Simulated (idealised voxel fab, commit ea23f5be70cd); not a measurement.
The process module presented herein is designated voxel spacer lines.
The cross-section on display is named cut; it measures 300 nm wide, and its cells are 5 nm squares.
In what follows, cross-sections appear as grids of square cells, described through bands that run from the top down, where every band is one or more rows of cells. Heads up on the band format: heights come first, top then bottom, in nm. After that it's the materials left to right, each with its width in nm. A single material flagged "edge to edge" fills the whole band edge to edge, and "air" means there's empty space there. Beneath 0, the wafer as received is one material, and that level is where height counting begins. The lowest band goes on downward without a bottom; it is written like "0 nm and below". With a width like "30..40", each row of cells in the band differs from the next by the same amount, the top row carrying the first number and the bottom row the second. Key: "remains unaltered" - step with no changed cell in the cross-section. Closed empty spaces (no open way to the top) of 8 cells or more are what "Encapsulated voids" lists, each as width x height at distance from the left edge, nm for all three. Heads up: the bit after the settings on a step's line is the simulator's remark on that step. What "overlay nm" on a step's line means: if the step has a mask, that mask lay this far to the right of its planned place, or, when the value is negative, to the left.

[Steps planned for the process]
step 1: RECEIVE with material Si
step 2: CONFORMAL_DEP with material SiO2, thk nm 5
step 3: DIRECTIONAL_DEP with material W, thk nm 10
step 4: DIRECTIONAL_DEP with material polySi, thk nm 30
step 5: PATTERN with tone cover, mask id MANDREL, material resist, width nm 20, pitch nm 70, thk nm 35, overlay nm 0
step 6: DIRECTIONAL_ETCH with etch materials polySi, depth nm 30
step 7: STRIP with etch materials resist
step 8: CONFORMAL_DEP with material SiN, thk nm 15
step 9: DIRECTIONAL_ETCH with etch materials SiN, depth nm 15
step 10: STRIP with etch materials polySi
step 11: DIRECTIONAL_ETCH with etch materials W, depth nm 10
step 12: STRIP with etch materials SiN
step 13: FILL_DEP with material SiO2, thk nm 5
step 14: CMP with height nm 15

[The cross-section here shows the wafer as received, i.e. in its state after step 1]
- 0 nm and below | Si edge to edge
- Encapsulated voids: none

[The plan above was carried out on the starting structure above with one mistake, and this cross-section shows the wafer at the end of the module]
- 15 nm to 10 nm | SiO2 edge to edge
- 10 nm to 5 nm | 55 of SiO2 / 15 of W / 20 of SiO2 / 15 of W / 20 of SiO2 / 15 of W / 20 of SiO2 / 15 of W / 20 of SiO2 / 15 of W / 20 of SiO2 / 15 of W / 55 of SiO2
- 5 nm to 0 nm | SiO2 edge to edge
- 0 nm and below | Si edge to edge
- Encapsulated voids: none
Processing error: note that step 3 departed from the planned setting and was carried out as DIRECTIONAL_DEP with material W, thk nm 5
